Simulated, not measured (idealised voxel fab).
The following process module bears the name voxel wiring stack.
For reference, the cross-section in this document is cut, with width 265 nm and square cells of 5 nm.
A cross-section in this document is a grid of square cells, and it is written down as bands, the top band listed before the ones below it; a band is made up of one or more rows of cells.
Look at the band entry: it leads with the top's height and the bottom's height in nm. Then it lists the materials left to right, with a width in nm for each. The word "everywhere" on a single material says that material fills the band edge to edge. The word "empty" is empty space.
Counting heights begins at 0, where everything beneath is, in the wafer as received, one material. The lowest band has no bottom; it goes on downwards, as "top 0, no bottom" shows.
A two-number width, for instance "30 to 40", indicates that the width is equal to the first number in the top row of the band and to the second number in the bottom row, and that it changes by a constant amount per row of cells.
"remained the same" means the step left every cell of the cross-section as it was.
"Closed-off voids" - sealed voids, min. 8 cells, no opening to top; format: width x height at distance (distance from left edge; nm throughout).
That trailing text on a step's line, after the settings, is the simulator's own remark on the step.
A step line may carry the setting "overlay nm", which, for steps involving a mask, states the distance by which the mask lay to the right of its intended position; negative values denote displacement to the left.

THIS SECTION LISTS THE PROCESS STEPS THAT WERE PLANNED
1: RECEIVE, material Si
2: CONFORMAL_DEP, material SiO2, thk nm 15
3: DIRECTIONAL_DEP, material TiN, thk nm 5
4: DIRECTIONAL_DEP, material Ru, thk nm 25
5: MASKED_ETCH, tone cover, mask id METAL_1, width nm 20, pitch nm 35, etch materials Ru, depth nm 25, overlay nm 0
6: MASKED_ETCH, tone cover, mask id METAL_1, width nm 20, pitch nm 35, etch materials TiN, depth nm 5, overlay nm 0
7: CONFORMAL_DEP, material SiCN, thk nm 5
8: FILL_DEP, material lowk, thk nm 5
9: CMP, height nm 45
10: CONFORMAL_DEP, material SiCN, thk nm 5
11: DIRECTIONAL_DEP, material SiO2, thk nm 30
12: MASKED_ETCH, tone open, mask id METAL_2, width nm 20, pitch nm 35, etch materials SiO2, depth nm 15, overlay nm 0
13: DIRECTIONAL_DEP, material aC, thk nm 10
14: PATTERN, tone open, mask id METAL_2_HOLES, material resist, width nm 15, pitch nm 70, thk nm 25, overlay nm 0
15: DIRECTIONAL_ETCH, etch materials aC, depth nm 10
16: STRIP, etch materials resist
17: DIRECTIONAL_ETCH, etch materials SiO2, depth nm 15
18: DIRECTIONAL_ETCH, etch materials SiCN, depth nm 5
19: STRIP, etch materials aC
20: CONFORMAL_DEP, material TiN, thk nm 5
21: FILL_DEP, material Ru, thk nm 10
22: CMP, height nm 80
23: CONFORMAL_DEP, material SiCN, thk nm 5
24: DIRECTIONAL_DEP, material lowk, thk nm 15
25: MASKED_ETCH, tone open, mask id PLUG_2, width nm 15, pitch nm 35, etch materials lowk, depth nm 15, overlay nm 0
26: MASKED_ETCH, tone open, mask id PLUG_2, width nm 15, pitch nm 35, etch materials SiCN, depth nm 5, overlay nm 0
27: CONFORMAL_DEP, material TiN, thk nm 5
28: FILL_DEP, material Cu, thk nm 10
29: CMP, height nm 100
30: DIRECTIONAL_DEP, material TiN, thk nm 5
31: DIRECTIONAL_DEP, material W, thk nm 15
32: DIRECTIONAL_DEP, material aC, thk nm 15
33: PATTERN, tone cover, mask id METAL_3, material resist, width nm 20, pitch nm 35, thk nm 35, overlay nm 0
34: DIRECTIONAL_ETCH, etch materials aC, depth nm 15
35: STRIP, etch materials resist
36: DIRECTIONAL_ETCH, etch materials W, depth nm 15
37: DIRECTIONAL_ETCH, etch materials TiN, depth nm 5
38: STRIP, etch materials aC
39: CONFORMAL_DEP, material SiCN, thk nm 5
40: FILL_DEP, material SiO2, thk nm 10
41: CMP, height nm 120
42: CONFORMAL_DEP, material SiN, thk nm 5

FIRST OUT OF TWO WAFERS; RUN WENT TO PLAN

WAFER AS RECEIVED: CROSS-SECTION FOLLOWING STEP 1
* top 0, no bottom: Si everywhere
* Closed-off voids: none

AFTER STEP 2
* top 15, bottom 0: SiO2 everywhere
* All layers under 0 are left as they were.

AFTER STEP 3
* top 20, bottom 15: TiN everywhere
* All layers under 15 are left as they were.

AFTER STEP 4
* top 45, bottom 20: Ru everywhere
* All layers under 20 are left as they were.

AFTER STEP 5
* top 45, bottom 20: empty 85; Ru 20; empty 15; Ru 20; empty 15; Ru 20; empty 90
* All layers under 20 are left as they were.

AFTER STEP 6
* top 45, bottom 20: empty 85; Ru 20; empty 15; Ru 20; empty 15; Ru 20; empty 90
* top 20, bottom 15: empty 85; TiN 20; empty 15; TiN 20; empty 15; TiN 20; empty 90
* All layers under 15 are left as they were.

AFTER STEP 7
* top 50, bottom 45: empty 80; SiCN 30; empty 5; SiCN 30; empty 5; SiCN 30; empty 85
* top 45, bottom 20: empty 80; SiCN 5; Ru 20; SiCN 5; empty 5; SiCN 5; Ru 20; SiCN 5; empty 5; SiCN 5; Ru 20; SiCN 5; empty 85
* top 20, bottom 15: SiCN 85; TiN 20; SiCN 15; TiN 20; SiCN 15; TiN 20; SiCN 90
* All layers under 15 are left as they were.

AFTER STEP 8
* top 55, bottom 50: lowk everywhere
* top 50, bottom 45: lowk 80; SiCN 30; lowk 5; SiCN 30; lowk 5; SiCN 30; lowk 85
* top 45, bottom 20: lowk 80; SiCN 5; Ru 20; SiCN 5; lowk 5; SiCN 5; Ru 20; SiCN 5; lowk 5; SiCN 5; Ru 20; SiCN 5; lowk 85
* All layers under 20 are left as they were.

AFTER STEP 9
* top 45, bottom 20: lowk 80; SiCN 5; Ru 20; SiCN 5; lowk 5; SiCN 5; Ru 20; SiCN 5; lowk 5; SiCN 5; Ru 20; SiCN 5; lowk 85
* All layers under 20 are left as they were.

AFTER STEP 10
* top 50, bottom 45: SiCN everywhere
* All layers under 45 are left as they were.

AFTER STEP 11
* top 80, bottom 50: SiO2 everywhere
* All layers under 50 are left as they were.

AFTER STEP 12
* top 80, bottom 65: SiO2 85; empty 20; SiO2 15; empty 20; SiO2 15; empty 20; SiO2 90
* All layers under 65 are left as they were.

AFTER STEP 13
* top 90, bottom 80: aC 85; empty 20; aC 15; empty 20; aC 15; empty 20; aC 90
* top 80, bottom 75: SiO2 85; empty 20; SiO2 15; empty 20; SiO2 15; empty 20; SiO2 90
* top 75, bottom 65: SiO2 85; aC 20; SiO2 15; aC 20; SiO2 15; aC 20; SiO2 90
* All layers under 65 are left as they were.

AFTER STEP 14
* top 115, bottom 90: resist 85; empty 15; resist 55; empty 15; resist 95
* top 90, bottom 80: aC 85; empty 15; resist 5; aC 15; resist 20; aC 15; empty 15; resist 5; aC 90
* top 80, bottom 75: SiO2 85; empty 15; resist 5; SiO2 15; resist 20; SiO2 15; empty 15; resist 5; SiO2 90
* All layers under 75 are left as they were.

AFTER STEP 15
* top 105, bottom 90: resist 85; empty 15; resist 55; empty 15; resist 95
* top 90, bottom 80: aC 85; empty 15; resist 5; aC 15; resist 20; aC 15; empty 15; resist 5; aC 90
* top 80, bottom 75: SiO2 85; empty 15; resist 5; SiO2 15; resist 20; SiO2 15; empty 15; resist 5; SiO2 90
* top 75, bottom 65: SiO2 85; empty 15; aC 5; SiO2 15; aC 20; SiO2 15; empty 15; aC 5; SiO2 90
* All layers under 65 are left as they were.

AFTER STEP 16
* top 90, bottom 80: aC 85; empty 20; aC 15; empty 20; aC 15; empty 20; aC 90
* top 80, bottom 75: SiO2 85; empty 20; SiO2 15; empty 20; SiO2 15; empty 20; SiO2 90
* All layers under 75 are left as they were.

AFTER STEP 17
* top 90, bottom 80: aC 85; empty 20; aC 15; empty 20; aC 15; empty 20; aC 90
* top 80, bottom 75: SiO2 85; empty 20; SiO2 15; empty 20; SiO2 15; empty 20; SiO2 90
* top 75, bottom 65: SiO2 85; empty 15; aC 5; SiO2 15; aC 20; SiO2 15; empty 15; aC 5; SiO2 90
* top 65, bottom 50: SiO2 85; empty 15; SiO2 55; empty 15; SiO2 95
* All layers under 50 are left as they were.

AFTER STEP 18
* top 90, bottom 80: aC 85; empty 20; aC 15; empty 20; aC 15; empty 20; aC 90
* top 80, bottom 75: SiO2 85; empty 20; SiO2 15; empty 20; SiO2 15; empty 20; SiO2 90
* top 75, bottom 65: SiO2 85; empty 15; aC 5; SiO2 15; aC 20; SiO2 15; empty 15; aC 5; SiO2 90
* top 65, bottom 50: SiO2 85; empty 15; SiO2 55; empty 15; SiO2 95
* top 50, bottom 45: SiCN 85; empty 15; SiCN 55; empty 15; SiCN 95
* All layers under 45 are left as they were.

AFTER STEP 19
* top 80, bottom 65: SiO2 85; empty 20; SiO2 15; empty 20; SiO2 15; empty 20; SiO2 90
* All layers under 65 are left as they were.

AFTER STEP 20
* top 85, bottom 80: TiN 90; empty 10; TiN 25; empty 10; TiN 25; empty 10; TiN 95
* top 80, bottom 70: SiO2 85; TiN 5; empty 10; TiN 5; SiO2 15; TiN 5; empty 10; TiN 5; SiO2 15; TiN 5; empty 10; TiN 5; SiO2 90
* top 70, bottom 65: SiO2 85; TiN 5; empty 5; TiN 10; SiO2 15; TiN 20; SiO2 15; TiN 5; empty 5; TiN 10; SiO2 90
* top 65, bottom 50: SiO2 85; TiN 5; empty 5; TiN 5; SiO2 55; TiN 5; empty 5; TiN 5; SiO2 95
* top 50, bottom 45: SiCN 85; TiN 15; SiCN 55; TiN 15; SiCN 95
* All layers under 45 are left as they were.

AFTER STEP 21
* top 95, bottom 85: Ru everywhere
* top 85, bottom 80: TiN 90; Ru 10; TiN 25; Ru 10; TiN 25; Ru 10; TiN 95
* top 80, bottom 70: SiO2 85; TiN 5; Ru 10; TiN 5; SiO2 15; TiN 5; Ru 10; TiN 5; SiO2 15; TiN 5; Ru 10; TiN 5; SiO2 90
* top 70, bottom 65: SiO2 85; TiN 5; Ru 5; TiN 10; SiO2 15; TiN 20; SiO2 15; TiN 5; Ru 5; TiN 10; SiO2 90
* top 65, bottom 50: SiO2 85; TiN 5; Ru 5; TiN 5; SiO2 55; TiN 5; Ru 5; TiN 5; SiO2 95
* All layers under 50 are left as they were.

AFTER STEP 22
* top 80, bottom 70: SiO2 85; TiN 5; Ru 10; TiN 5; SiO2 15; TiN 5; Ru 10; TiN 5; SiO2 15; TiN 5; Ru 10; TiN 5; SiO2 90
* All layers under 70 are left as they were.

AFTER STEP 23
* top 85, bottom 80: SiCN everywhere
* All layers under 80 are left as they were.

AFTER STEP 24
* top 100, bottom 85: lowk everywhere
* All layers under 85 are left as they were.

AFTER STEP 25
* top 100, bottom 85: lowk 85; empty 15; lowk 20; empty 15; lowk 20; empty 15; lowk 95
* All layers under 85 are left as they were.

AFTER STEP 26
* top 100, bottom 85: lowk 85; empty 15; lowk 20; empty 15; lowk 20; empty 15; lowk 95
* top 85, bottom 80: SiCN 85; empty 15; SiCN 20; empty 15; SiCN 20; empty 15; SiCN 95
* All layers under 80 are left as they were.

AFTER STEP 27
* top 105, bottom 100: TiN 90; empty 5; TiN 30; empty 5; TiN 30; empty 5; TiN 100
* top 100, bottom 85: lowk 85; TiN 5; empty 5; TiN 5; lowk 20; TiN 5; empty 5; TiN 5; lowk 20; TiN 5; empty 5; TiN 5; lowk 95
* top 85, bottom 80: SiCN 85; TiN 15; SiCN 20; TiN 15; SiCN 20; TiN 15; SiCN 95
* All layers under 80 are left as they were.

AFTER STEP 28
* top 115, bottom 105: Cu everywhere
* top 105, bottom 100: TiN 90; Cu 5; TiN 30; Cu 5; TiN 30; Cu 5; TiN 100
* top 100, bottom 85: lowk 85; TiN 5; Cu 5; TiN 5; lowk 20; TiN 5; Cu 5; TiN 5; lowk 20; TiN 5; Cu 5; TiN 5; lowk 95
* All layers under 85 are left as they were.

AFTER STEP 29
* top 100, bottom 85: lowk 85; TiN 5; Cu 5; TiN 5; lowk 20; TiN 5; Cu 5; TiN 5; lowk 20; TiN 5; Cu 5; TiN 5; lowk 95
* All layers under 85 are left as they were.

AFTER STEP 30
* top 105, bottom 100: TiN everywhere
* All layers under 100 are left as they were.

AFTER STEP 31
* top 120, bottom 105: W everywhere
* All layers under 105 are left as they were.

AFTER STEP 32
* top 135, bottom 120: aC everywhere
* All layers under 120 are left as they were.

AFTER STEP 33
* top 170, bottom 135: empty 85; resist 20; empty 15; resist 20; empty 15; resist 20; empty 90
* All layers under 135 are left as they were.

AFTER STEP 34
* top 155, bottom 135: empty 85; resist 20; empty 15; resist 20; empty 15; resist 20; empty 90
* top 135, bottom 120: empty 85; aC 20; empty 15; aC 20; empty 15; aC 20; empty 90
* All layers under 120 are left as they were.

AFTER STEP 35
* top 135, bottom 120: empty 85; aC 20; empty 15; aC 20; empty 15; aC 20; empty 90
* All layers under 120 are left as they were.

AFTER STEP 36
* top 135, bottom 120: empty 85; aC 20; empty 15; aC 20; empty 15; aC 20; empty 90
* top 120, bottom 105: empty 85; W 20; empty 15; W 20; empty 15; W 20; empty 90
* All layers under 105 are left as they were.

AFTER STEP 37
* top 135, bottom 120: empty 85; aC 20; empty 15; aC 20; empty 15; aC 20; empty 90
* top 120, bottom 105: empty 85; W 20; empty 15; W 20; empty 15; W 20; empty 90
* top 105, bottom 100: empty 85; TiN 20; empty 15; TiN 20; empty 15; TiN 20; empty 90
* All layers under 100 are left as they were.

AFTER STEP 38
* top 120, bottom 105: empty 85; W 20; empty 15; W 20; empty 15; W 20; empty 90
* All layers under 105 are left as they were.

AFTER STEP 39
* top 125, bottom 120: empty 80; SiCN 30; empty 5; SiCN 30; empty 5; SiCN 30; empty 85
* top 120, bottom 105: empty 80; SiCN 5; W 20; SiCN 5; empty 5; SiCN 5; W 20; SiCN 5; empty 5; SiCN 5; W 20; SiCN 5; empty 85
* top 105, bottom 100: SiCN 85; TiN 20; SiCN 15; TiN 20; SiCN 15; TiN 20; SiCN 90
* All layers under 100 are left as they were.

AFTER STEP 40
* top 135, bottom 125: SiO2 everywhere
* top 125, bottom 120: SiO2 80; SiCN 30; SiO2 5; SiCN 30; SiO2 5; SiCN 30; SiO2 85
* top 120, bottom 105: SiO2 80; SiCN 5; W 20; SiCN 5; SiO2 5; SiCN 5; W 20; SiCN 5; SiO2 5; SiCN 5; W 20; SiCN 5; SiO2 85
* All layers under 105 are left as they were.

AFTER STEP 41
* top 120, bottom 105: SiO2 80; SiCN 5; W 20; SiCN 5; SiO2 5; SiCN 5; W 20; SiCN 5; SiO2 5; SiCN 5; W 20; SiCN 5; SiO2 85
* All layers under 105 are left as they were.

AFTER STEP 42
* top 125, bottom 120: SiN everywhere
* All layers under 120 are left as they were.

SECOND WAFER (IDENTICAL START AND PLAN, ONE PROCESSING ERROR; MATCHES FIRST WAFER THROUGH STEP 1)

SECOND WAFER CROSS-SECTION, TAKEN AS OF THE TIME THE PLAN SETS FOR STEP 2 TO BE DONE
* top 25, bottom 0: SiO2 everywhere
* All layers under 0 are left as they were.

SECOND WAFER CROSS-SECTION, TAKEN AS OF THE TIME THE PLAN SETS FOR STEP 3 TO BE DONE
* top 30, bottom 25: TiN everywhere
* All layers under 25 are left as they were.

SECOND WAFER CROSS-SECTION, TAKEN AS OF THE TIME THE PLAN SETS FOR STEP 4 TO BE DONE
* top 55, bottom 30: Ru everywhere
* All layers under 30 are left as they were.

SECOND WAFER CROSS-SECTION, TAKEN AS OF THE TIME THE PLAN SETS FOR STEP 5 TO BE DONE
* top 55, bottom 30: empty 85; Ru 20; empty 15; Ru 20; empty 15; Ru 20; empty 90
* All layers under 30 are left as they were.

SECOND WAFER CROSS-SECTION, TAKEN AS OF THE TIME THE PLAN SETS FOR STEP 6 TO BE DONE
* top 55, bottom 30: empty 85; Ru 20; empty 15; Ru 20; empty 15; Ru 20; empty 90
* top 30, bottom 25: empty 85; TiN 20; empty 15; TiN 20; empty 15; TiN 20; empty 90
* All layers under 25 are left as they were.

SECOND WAFER CROSS-SECTION, TAKEN AS OF THE TIME THE PLAN SETS FOR STEP 7 TO BE DONE
* top 60, bottom 55: empty 80; SiCN 30; empty 5; SiCN 30; empty 5; SiCN 30; empty 85
* top 55, bottom 30: empty 80; SiCN 5; Ru 20; SiCN 5; empty 5; SiCN 5; Ru 20; SiCN 5; empty 5; SiCN 5; Ru 20; SiCN 5; empty 85
* top 30, bottom 25: SiCN 85; TiN 20; SiCN 15; TiN 20; SiCN 15; TiN 20; SiCN 90
* All layers under 25 are left as they were.

SECOND WAFER CROSS-SECTION, TAKEN AS OF THE TIME THE PLAN SETS FOR STEP 8 TO BE DONE
* top 65, bottom 60: lowk everywhere
* top 60, bottom 55: lowk 80; SiCN 30; lowk 5; SiCN 30; lowk 5; SiCN 30; lowk 85
* top 55, bottom 30: lowk 80; SiCN 5; Ru 20; SiCN 5; lowk 5; SiCN 5; Ru 20; SiCN 5; lowk 5; SiCN 5; Ru 20; SiCN 5; lowk 85
* All layers under 30 are left as they were.

SECOND WAFER CROSS-SECTION, TAKEN AS OF THE TIME THE PLAN SETS FOR STEP 9 TO BE DONE
* top 45, bottom 30: lowk 80; SiCN 5; Ru 20; SiCN 5; lowk 5; SiCN 5; Ru 20; SiCN 5; lowk 5; SiCN 5; Ru 20; SiCN 5; lowk 85
* All layers under 30 are left as they were.

SECOND WAFER CROSS-SECTION, TAKEN AS OF THE TIME THE PLAN SETS FOR STEP 10 TO BE DONE
* top 50, bottom 45: SiCN everywhere
* All layers under 45 are left as they were.

SECOND WAFER CROSS-SECTION, TAKEN AS OF THE TIME THE PLAN SETS FOR STEP 11 TO BE DONE
* top 80, bottom 50: SiO2 everywhere
* All layers under 50 are left as they were.

SECOND WAFER CROSS-SECTION, TAKEN AS OF THE TIME THE PLAN SETS FOR STEP 12 TO BE DONE
* top 80, bottom 65: SiO2 85; empty 20; SiO2 15; empty 20; SiO2 15; empty 20; SiO2 90
* All layers under 65 are left as they were.

SECOND WAFER CROSS-SECTION, TAKEN AS OF THE TIME THE PLAN SETS FOR STEP 13 TO BE DONE
* top 90, bottom 80: aC 85; empty 20; aC 15; empty 20; aC 15; empty 20; aC 90
* top 80, bottom 75: SiO2 85; empty 20; SiO2 15; empty 20; SiO2 15; empty 20; SiO2 90
* top 75, bottom 65: SiO2 85; aC 20; SiO2 15; aC 20; SiO2 15; aC 20; SiO2 90
* All layers under 65 are left as they were.

SECOND WAFER CROSS-SECTION, TAKEN AS OF THE TIME THE PLAN SETS FOR STEP 14 TO BE DONE
* top 115, bottom 90: resist 85; empty 15; resist 55; empty 15; resist 95
* top 90, bottom 80: aC 85; empty 15; resist 5; aC 15; resist 20; aC 15; empty 15; resist 5; aC 90
* top 80, bottom 75: SiO2 85; empty 15; resist 5; SiO2 15; resist 20; SiO2 15; empty 15; resist 5; SiO2 90
* All layers under 75 are left as they were.

SECOND WAFER CROSS-SECTION, TAKEN AS OF THE TIME THE PLAN SETS FOR STEP 15 TO BE DONE
* top 105, bottom 90: resist 85; empty 15; resist 55; empty 15; resist 95
* top 90, bottom 80: aC 85; empty 15; resist 5; aC 15; resist 20; aC 15; empty 15; resist 5; aC 90
* top 80, bottom 75: SiO2 85; empty 15; resist 5; SiO2 15; resist 20; SiO2 15; empty 15; resist 5; SiO2 90
* top 75, bottom 65: SiO2 85; empty 15; aC 5; SiO2 15; aC 20; SiO2 15; empty 15; aC 5; SiO2 90
* All layers under 65 are left as they were.

SECOND WAFER CROSS-SECTION, TAKEN AS OF THE TIME THE PLAN SETS FOR STEP 16 TO BE DONE
* top 90, bottom 80: aC 85; empty 20; aC 15; empty 20; aC 15; empty 20; aC 90
* top 80, bottom 75: SiO2 85; empty 20; SiO2 15; empty 20; SiO2 15; empty 20; SiO2 90
* All layers under 75 are left as they were.

SECOND WAFER CROSS-SECTION, TAKEN AS OF THE TIME THE PLAN SETS FOR STEP 17 TO BE DONE
* top 90, bottom 80: aC 85; empty 20; aC 15; empty 20; aC 15; empty 20; aC 90
* top 80, bottom 75: SiO2 85; empty 20; SiO2 15; empty 20; SiO2 15; empty 20; SiO2 90
* top 75, bottom 65: SiO2 85; empty 15; aC 5; SiO2 15; aC 20; SiO2 15; empty 15; aC 5; SiO2 90
* top 65, bottom 50: SiO2 85; empty 15; SiO2 55; empty 15; SiO2 95
* All layers under 50 are left as they were.

SECOND WAFER CROSS-SECTION, TAKEN AS OF THE TIME THE PLAN SETS FOR STEP 18 TO BE DONE
* top 90, bottom 80: aC 85; empty 20; aC 15; empty 20; aC 15; empty 20; aC 90
* top 80, bottom 75: SiO2 85; empty 20; SiO2 15; empty 20; SiO2 15; empty 20; SiO2 90
* top 75, bottom 65: SiO2 85; empty 15; aC 5; SiO2 15; aC 20; SiO2 15; empty 15; aC 5; SiO2 90
* top 65, bottom 50: SiO2 85; empty 15; SiO2 55; empty 15; SiO2 95
* top 50, bottom 45: SiCN 85; empty 15; SiCN 55; empty 15; SiCN 95
* All layers under 45 are left as they were.

SECOND WAFER CROSS-SECTION, TAKEN AS OF THE TIME THE PLAN SETS FOR STEP 19 TO BE DONE
* top 80, bottom 65: SiO2 85; empty 20; SiO2 15; empty 20; SiO2 15; empty 20; SiO2 90
* All layers under 65 are left as they were.

SECOND WAFER CROSS-SECTION, TAKEN AS OF THE TIME THE PLAN SETS FOR STEP 20 TO BE DONE
* top 85, bottom 80: TiN 90; empty 10; TiN 25; empty 10; TiN 25; empty 10; TiN 95
* top 80, bottom 70: SiO2 85; TiN 5; empty 10; TiN 5; SiO2 15; TiN 5; empty 10; TiN 5; SiO2 15; TiN 5; empty 10; TiN 5; SiO2 90
* top 70, bottom 65: SiO2 85; TiN 5; empty 5; TiN 10; SiO2 15; TiN 20; SiO2 15; TiN 5; empty 5; TiN 10; SiO2 90
* top 65, bottom 50: SiO2 85; TiN 5; empty 5; TiN 5; SiO2 55; TiN 5; empty 5; TiN 5; SiO2 95
* top 50, bottom 45: SiCN 85; TiN 15; SiCN 55; TiN 15; SiCN 95
* All layers under 45 are left as they were.

SECOND WAFER CROSS-SECTION, TAKEN AS OF THE TIME THE PLAN SETS FOR STEP 21 TO BE DONE
* top 95, bottom 85: Ru everywhere
* top 85, bottom 80: TiN 90; Ru 10; TiN 25; Ru 10; TiN 25; Ru 10; TiN 95
* top 80, bottom 70: SiO2 85; TiN 5; Ru 10; TiN 5; SiO2 15; TiN 5; Ru 10; TiN 5; SiO2 15; TiN 5; Ru 10; TiN 5; SiO2 90
* top 70, bottom 65: SiO2 85; TiN 5; Ru 5; TiN 10; SiO2 15; TiN 20; SiO2 15; TiN 5; Ru 5; TiN 10; SiO2 90
* top 65, bottom 50: SiO2 85; TiN 5; Ru 5; TiN 5; SiO2 55; TiN 5; Ru 5; TiN 5; SiO2 95
* All layers under 50 are left as they were.

SECOND WAFER CROSS-SECTION, TAKEN AS OF THE TIME THE PLAN SETS FOR STEP 22 TO BE DONE
* top 80, bottom 70: SiO2 85; TiN 5; Ru 10; TiN 5; SiO2 15; TiN 5; Ru 10; TiN 5; SiO2 15; TiN 5; Ru 10; TiN 5; SiO2 90
* All layers under 70 are left as they were.

SECOND WAFER CROSS-SECTION, TAKEN AS OF THE TIME THE PLAN SETS FOR STEP 23 TO BE DONE
* top 85, bottom 80: SiCN everywhere
* All layers under 80 are left as they were.

SECOND WAFER CROSS-SECTION, TAKEN AS OF THE TIME THE PLAN SETS FOR STEP 24 TO BE DONE
* top 100, bottom 85: lowk everywhere
* All layers under 85 are left as they were.

SECOND WAFER CROSS-SECTION, TAKEN AS OF THE TIME THE PLAN SETS FOR STEP 25 TO BE DONE
* top 100, bottom 85: lowk 85; empty 15; lowk 20; empty 15; lowk 20; empty 15; lowk 95
* All layers under 85 are left as they were.

SECOND WAFER CROSS-SECTION, TAKEN AS OF THE TIME THE PLAN SETS FOR STEP 26 TO BE DONE
* top 100, bottom 85: lowk 85; empty 15; lowk 20; empty 15; lowk 20; empty 15; lowk 95
* top 85, bottom 80: SiCN 85; empty 15; SiCN 20; empty 15; SiCN 20; empty 15; SiCN 95
* All layers under 80 are left as they were.

SECOND WAFER CROSS-SECTION, TAKEN AS OF THE TIME THE PLAN SETS FOR STEP 27 TO BE DONE
* top 105, bottom 100: TiN 90; empty 5; TiN 30; empty 5; TiN 30; empty 5; TiN 100
* top 100, bottom 85: lowk 85; TiN 5; empty 5; TiN 5; lowk 20; TiN 5; empty 5; TiN 5; lowk 20; TiN 5; empty 5; TiN 5; lowk 95
* top 85, bottom 80: SiCN 85; TiN 15; SiCN 20; TiN 15; SiCN 20; TiN 15; SiCN 95
* All layers under 80 are left as they were.

SECOND WAFER CROSS-SECTION, TAKEN AS OF THE TIME THE PLAN SETS FOR STEP 28 TO BE DONE
* top 115, bottom 105: Cu everywhere
* top 105, bottom 100: TiN 90; Cu 5; TiN 30; Cu 5; TiN 30; Cu 5; TiN 100
* top 100, bottom 85: lowk 85; TiN 5; Cu 5; TiN 5; lowk 20; TiN 5; Cu 5; TiN 5; lowk 20; TiN 5; Cu 5; TiN 5; lowk 95
* All layers under 85 are left as they were.

SECOND WAFER CROSS-SECTION, TAKEN AS OF THE TIME THE PLAN SETS FOR STEP 29 TO BE DONE
* top 100, bottom 85: lowk 85; TiN 5; Cu 5; TiN 5; lowk 20; TiN 5; Cu 5; TiN 5; lowk 20; TiN 5; Cu 5; TiN 5; lowk 95
* All layers under 85 are left as they were.

SECOND WAFER CROSS-SECTION, TAKEN AS OF THE TIME THE PLAN SETS FOR STEP 30 TO BE DONE
* top 105, bottom 100: TiN everywhere
* All layers under 100 are left as they were.

SECOND WAFER CROSS-SECTION, TAKEN AS OF THE TIME THE PLAN SETS FOR STEP 31 TO BE DONE
* top 120, bottom 105: W everywhere
* All layers under 105 are left as they were.

SECOND WAFER CROSS-SECTION, TAKEN AS OF THE TIME THE PLAN SETS FOR STEP 32 TO BE DONE
* top 135, bottom 120: aC everywhere
* All layers under 120 are left as they were.

SECOND WAFER CROSS-SECTION, TAKEN AS OF THE TIME THE PLAN SETS FOR STEP 33 TO BE DONE
* top 170, bottom 135: empty 85; resist 20; empty 15; resist 20; empty 15; resist 20; empty 90
* All layers under 135 are left as they were.

SECOND WAFER CROSS-SECTION, TAKEN AS OF THE TIME THE PLAN SETS FOR STEP 34 TO BE DONE
* top 155, bottom 135: empty 85; resist 20; empty 15; resist 20; empty 15; resist 20; empty 90
* top 135, bottom 120: empty 85; aC 20; empty 15; aC 20; empty 15; aC 20; empty 90
* All layers under 120 are left as they were.

SECOND WAFER CROSS-SECTION, TAKEN AS OF THE TIME THE PLAN SETS FOR STEP 35 TO BE DONE
* top 135, bottom 120: empty 85; aC 20; empty 15; aC 20; empty 15; aC 20; empty 90
* All layers under 120 are left as they were.

SECOND WAFER CROSS-SECTION, TAKEN AS OF THE TIME THE PLAN SETS FOR STEP 36 TO BE DONE
* top 135, bottom 120: empty 85; aC 20; empty 15; aC 20; empty 15; aC 20; empty 90
* top 120, bottom 105: empty 85; W 20; empty 15; W 20; empty 15; W 20; empty 90
* All layers under 105 are left as they were.

SECOND WAFER CROSS-SECTION, TAKEN AS OF THE TIME THE PLAN SETS FOR STEP 37 TO BE DONE
* top 135, bottom 120: empty 85; aC 20; empty 15; aC 20; empty 15; aC 20; empty 90
* top 120, bottom 105: empty 85; W 20; empty 15; W 20; empty 15; W 20; empty 90
* top 105, bottom 100: empty 85; TiN 20; empty 15; TiN 20; empty 15; TiN 20; empty 90
* All layers under 100 are left as they were.

SECOND WAFER CROSS-SECTION, TAKEN AS OF THE TIME THE PLAN SETS FOR STEP 38 TO BE DONE
* top 120, bottom 105: empty 85; W 20; empty 15; W 20; empty 15; W 20; empty 90
* All layers under 105 are left as they were.

SECOND WAFER CROSS-SECTION, TAKEN AS OF THE TIME THE PLAN SETS FOR STEP 39 TO BE DONE
* top 125, bottom 120: empty 80; SiCN 30; empty 5; SiCN 30; empty 5; SiCN 30; empty 85
* top 120, bottom 105: empty 80; SiCN 5; W 20; SiCN 5; empty 5; SiCN 5; W 20; SiCN 5; empty 5; SiCN 5; W 20; SiCN 5; empty 85
* top 105, bottom 100: SiCN 85; TiN 20; SiCN 15; TiN 20; SiCN 15; TiN 20; SiCN 90
* All layers under 100 are left as they were.

SECOND WAFER CROSS-SECTION, TAKEN AS OF THE TIME THE PLAN SETS FOR STEP 40 TO BE DONE
* top 135, bottom 125: SiO2 everywhere
* top 125, bottom 120: SiO2 80; SiCN 30; SiO2 5; SiCN 30; SiO2 5; SiCN 30; SiO2 85
* top 120, bottom 105: SiO2 80; SiCN 5; W 20; SiCN 5; SiO2 5; SiCN 5; W 20; SiCN 5; SiO2 5; SiCN 5; W 20; SiCN 5; SiO2 85
* All layers under 105 are left as they were.

SECOND WAFER CROSS-SECTION, TAKEN AS OF THE TIME THE PLAN SETS FOR STEP 41 TO BE DONE
* top 120, bottom 105: SiO2 80; SiCN 5; W 20; SiCN 5; SiO2 5; SiCN 5; W 20; SiCN 5; SiO2 5; SiCN 5; W 20; SiCN 5; SiO2 85
* All layers under 105 are left as they were.

SECOND WAFER CROSS-SECTION, TAKEN AS OF THE TIME THE PLAN SETS FOR STEP 42 TO BE DONE
* top 125, bottom 120: SiN everywhere
* All layers under 120 are left as they were.
Deviation noted in wafer processing: step 2 deviated from plan and actually ran as CONFORMAL_DEP, material SiO2, thk nm 25
Wafer comparison, final, in cells, second relative to first, materials more or fewer: Ru: 24 fewer, SiCN: 12 fewer, SiO2: 106 more, lowk: 70 fewer
